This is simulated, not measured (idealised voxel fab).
This section sets out a process module, namely voxel trench capacitor.
160 nm wide, 5 nm square cells: that's cross-section cut.
Cross-section format: a grid of square cells, given as bands from top to bottom; each band is one or more rows of cells.
Each band's line starts with the height of the band's top and of its bottom, in nm. Then come its materials from left to right, each with its width in nm. One material with "everywhere" fills the band from edge to edge. "air" is empty space.
Height is counted from the level 0, under which the received wafer is composed throughout of one material. The lowest of the bands is not closed at the bottom but continues downward, in the notation "0 nm and below".
Note: "30..40" means the width goes from the first number (top row of the band) to the second number (bottom row) in equal steps per row of cells.
"no modification", as given for a step, is the statement that not any cell of the cross-section underwent a change during that step.
Fully closed voids: empty space of 8 cells or more with no open way to the top, each as width x height at its distance from the left edge, in nm
Heads up: the bit after the settings on a step's line is the simulator's remark on that step.
overlay nm: how far to the right of its planned place the mask lay on this masked step (negative: to the left).

# Intended process steps
1. RECEIVE: material Si
2. CONFORMAL_DEP: material SiN, thk nm 5
3. PATTERN: tone open, mask id TRENCH, material resist, width nm 25, pitch nm 40, thk nm 15, overlay nm 0
4. DIRECTIONAL_ETCH: etch materials SiN, depth nm 5
5. DIRECTIONAL_ETCH: etch materials Si, depth nm 25
6. STRIP: etch materials resist
7. CONFORMAL_DEP: material Al2O3, thk nm 5
8. CONFORMAL_DEP: material TiN, thk nm 5
9. FILL_DEP: material W, thk nm 5
10. CMP: height nm 5

# Concerning the first of two wafers, which was run in accordance with the plan

# Cross-section of the wafer as it came to us, i.e., already through step 1
> 0 nm and below = Si everywhere
> Fully closed voids: none

# Cross-section: wafer state after step 2
> 5 nm to 0 nm = SiN everywhere
> Under the height 0 nothing was changed.

# Cross-section: wafer state after step 3
> 20 nm to 5 nm = resist: 45, then air: 25, then resist: 15, then air: 25, then resist: 50
> Under the height 5 nothing was changed.

# Cross-section: wafer state after step 4
> 20 nm to 5 nm = resist: 45, then air: 25, then resist: 15, then air: 25, then resist: 50
> 5 nm to 0 nm = SiN: 45, then air: 25, then SiN: 15, then air: 25, then SiN: 50
> Under the height 0 nothing was changed.

# Cross-section: wafer state after step 5
> 20 nm to 5 nm = resist: 45, then air: 25, then resist: 15, then air: 25, then resist: 50
> 5 nm to 0 nm = SiN: 45, then air: 25, then SiN: 15, then air: 25, then SiN: 50
> 0 nm to -25 nm = Si: 45, then air: 25, then Si: 15, then air: 25, then Si: 50
> Under the height -25 nothing was changed.

# Cross-section: wafer state after step 6
> 5 nm to 0 nm = SiN: 45, then air: 25, then SiN: 15, then air: 25, then SiN: 50
> Under the height 0 nothing was changed.

# Cross-section: wafer state after step 7
> 10 nm to 5 nm = Al2O3: 50, then air: 15, then Al2O3: 25, then air: 15, then Al2O3: 55
> 5 nm to 0 nm = SiN: 45, then Al2O3: 5, then air: 15, then Al2O3: 5, then SiN: 15, then Al2O3: 5, then air: 15, then Al2O3: 5, then SiN: 50
> 0 nm to -20 nm = Si: 45, then Al2O3: 5, then air: 15, then Al2O3: 5, then Si: 15, then Al2O3: 5, then air: 15, then Al2O3: 5, then Si: 50
> -20 nm to -25 nm = Si: 45, then Al2O3: 25, then Si: 15, then Al2O3: 25, then Si: 50
> Under the height -25 nothing was changed.

# Cross-section: wafer state after step 8
> 15 nm to 10 nm = TiN: 55, then air: 5, then TiN: 35, then air: 5, then TiN: 60
> 10 nm to 5 nm = Al2O3: 50, then TiN: 5, then air: 5, then TiN: 5, then Al2O3: 25, then TiN: 5, then air: 5, then TiN: 5, then Al2O3: 55
> 5 nm to 0 nm = SiN: 45, then Al2O3: 5, then TiN: 5, then air: 5, then TiN: 5, then Al2O3: 5, then SiN: 15, then Al2O3: 5, then TiN: 5, then air: 5, then TiN: 5, then Al2O3: 5, then SiN: 50
> 0 nm to -15 nm = Si: 45, then Al2O3: 5, then TiN: 5, then air: 5, then TiN: 5, then Al2O3: 5, then Si: 15, then Al2O3: 5, then TiN: 5, then air: 5, then TiN: 5, then Al2O3: 5, then Si: 50
> -15 nm to -20 nm = Si: 45, then Al2O3: 5, then TiN: 15, then Al2O3: 5, then Si: 15, then Al2O3: 5, then TiN: 15, then Al2O3: 5, then Si: 50
> Under the height -20 nothing was changed.

# Cross-section: wafer state after step 9
> 20 nm to 15 nm = W everywhere
> 15 nm to 10 nm = TiN: 55, then W: 5, then TiN: 35, then W: 5, then TiN: 60
> 10 nm to 5 nm = Al2O3: 50, then TiN: 5, then W: 5, then TiN: 5, then Al2O3: 25, then TiN: 5, then W: 5, then TiN: 5, then Al2O3: 55
> 5 nm to 0 nm = SiN: 45, then Al2O3: 5, then TiN: 5, then W: 5, then TiN: 5, then Al2O3: 5, then SiN: 15, then Al2O3: 5, then TiN: 5, then W: 5, then TiN: 5, then Al2O3: 5, then SiN: 50
> 0 nm to -15 nm = Si: 45, then Al2O3: 5, then TiN: 5, then W: 5, then TiN: 5, then Al2O3: 5, then Si: 15, then Al2O3: 5, then TiN: 5, then W: 5, then TiN: 5, then Al2O3: 5, then Si: 50
> Under the height -15 nothing was changed.

# Cross-section: wafer state after step 10
> 5 nm to 0 nm = SiN: 45, then Al2O3: 5, then TiN: 5, then W: 5, then TiN: 5, then Al2O3: 5, then SiN: 15, then Al2O3: 5, then TiN: 5, then W: 5, then TiN: 5, then Al2O3: 5, then SiN: 50
> Under the height 0 nothing was changed.

# Wafer two. Same start, same plan, one slip in execution. Same as wafer one through step 4, inclusive

# Cross-sectional representation of the second wafer at the time designated in the plan for the completion of step 5
> 20 nm to 5 nm = resist: 45, then air: 25, then resist: 15, then air: 25, then resist: 50
> 5 nm to 0 nm = SiN: 45, then air: 25, then SiN: 15, then air: 25, then SiN: 50
> 0 nm to -20 nm = Si: 45, then air: 25, then Si: 15, then air: 25, then Si: 50
> Under the height -20 nothing was changed.

# Cross-sectional representation of the second wafer at the time designated in the plan for the completion of step 6
> 5 nm to 0 nm = SiN: 45, then air: 25, then SiN: 15, then air: 25, then SiN: 50
> Under the height 0 nothing was changed.

# Cross-sectional representation of the second wafer at the time designated in the plan for the completion of step 7
> 10 nm to 5 nm = Al2O3: 50, then air: 15, then Al2O3: 25, then air: 15, then Al2O3: 55
> 5 nm to 0 nm = SiN: 45, then Al2O3: 5, then air: 15, then Al2O3: 5, then SiN: 15, then Al2O3: 5, then air: 15, then Al2O3: 5, then SiN: 50
> 0 nm to -15 nm = Si: 45, then Al2O3: 5, then air: 15, then Al2O3: 5, then Si: 15, then Al2O3: 5, then air: 15, then Al2O3: 5, then Si: 50
> -15 nm to -20 nm = Si: 45, then Al2O3: 25, then Si: 15, then Al2O3: 25, then Si: 50
> Under the height -20 nothing was changed.

# Cross-sectional representation of the second wafer at the time designated in the plan for the completion of step 8
> 15 nm to 10 nm = TiN: 55, then air: 5, then TiN: 35, then air: 5, then TiN: 60
> 10 nm to 5 nm = Al2O3: 50, then TiN: 5, then air: 5, then TiN: 5, then Al2O3: 25, then TiN: 5, then air: 5, then TiN: 5, then Al2O3: 55
> 5 nm to 0 nm = SiN: 45, then Al2O3: 5, then TiN: 5, then air: 5, then TiN: 5, then Al2O3: 5, then SiN: 15, then Al2O3: 5, then TiN: 5, then air: 5, then TiN: 5, then Al2O3: 5, then SiN: 50
> 0 nm to -10 nm = Si: 45, then Al2O3: 5, then TiN: 5, then air: 5, then TiN: 5, then Al2O3: 5, then Si: 15, then Al2O3: 5, then TiN: 5, then air: 5, then TiN: 5, then Al2O3: 5, then Si: 50
> -10 nm to -15 nm = Si: 45, then Al2O3: 5, then TiN: 15, then Al2O3: 5, then Si: 15, then Al2O3: 5, then TiN: 15, then Al2O3: 5, then Si: 50
> Under the height -15 nothing was changed.

# Cross-sectional representation of the second wafer at the time designated in the plan for the completion of step 9
> 20 nm to 15 nm = W everywhere
> 15 nm to 10 nm = TiN: 55, then W: 5, then TiN: 35, then W: 5, then TiN: 60
> 10 nm to 5 nm = Al2O3: 50, then TiN: 5, then W: 5, then TiN: 5, then Al2O3: 25, then TiN: 5, then W: 5, then TiN: 5, then Al2O3: 55
> 5 nm to 0 nm = SiN: 45, then Al2O3: 5, then TiN: 5, then W: 5, then TiN: 5, then Al2O3: 5, then SiN: 15, then Al2O3: 5, then TiN: 5, then W: 5, then TiN: 5, then Al2O3: 5, then SiN: 50
> 0 nm to -10 nm = Si: 45, then Al2O3: 5, then TiN: 5, then W: 5, then TiN: 5, then Al2O3: 5, then Si: 15, then Al2O3: 5, then TiN: 5, then W: 5, then TiN: 5, then Al2O3: 5, then Si: 50
> Under the height -10 nothing was changed.

# Cross-sectional representation of the second wafer at the time designated in the plan for the completion of step 10
> 5 nm to 0 nm = SiN: 45, then Al2O3: 5, then TiN: 5, then W: 5, then TiN: 5, then Al2O3: 5, then SiN: 15, then Al2O3: 5, then TiN: 5, then W: 5, then TiN: 5, then Al2O3: 5, then SiN: 50
> Under the height 0 nothing was changed.
Deviation noted in wafer processing: step 5 ran as: DIRECTIONAL_ETCH: etch materials Si, depth nm 20
Looking at both finished wafers in cells, the second ends up ahead of or behind the first on some materials: Al2O3 -4, Si +10, TiN -4, W -2
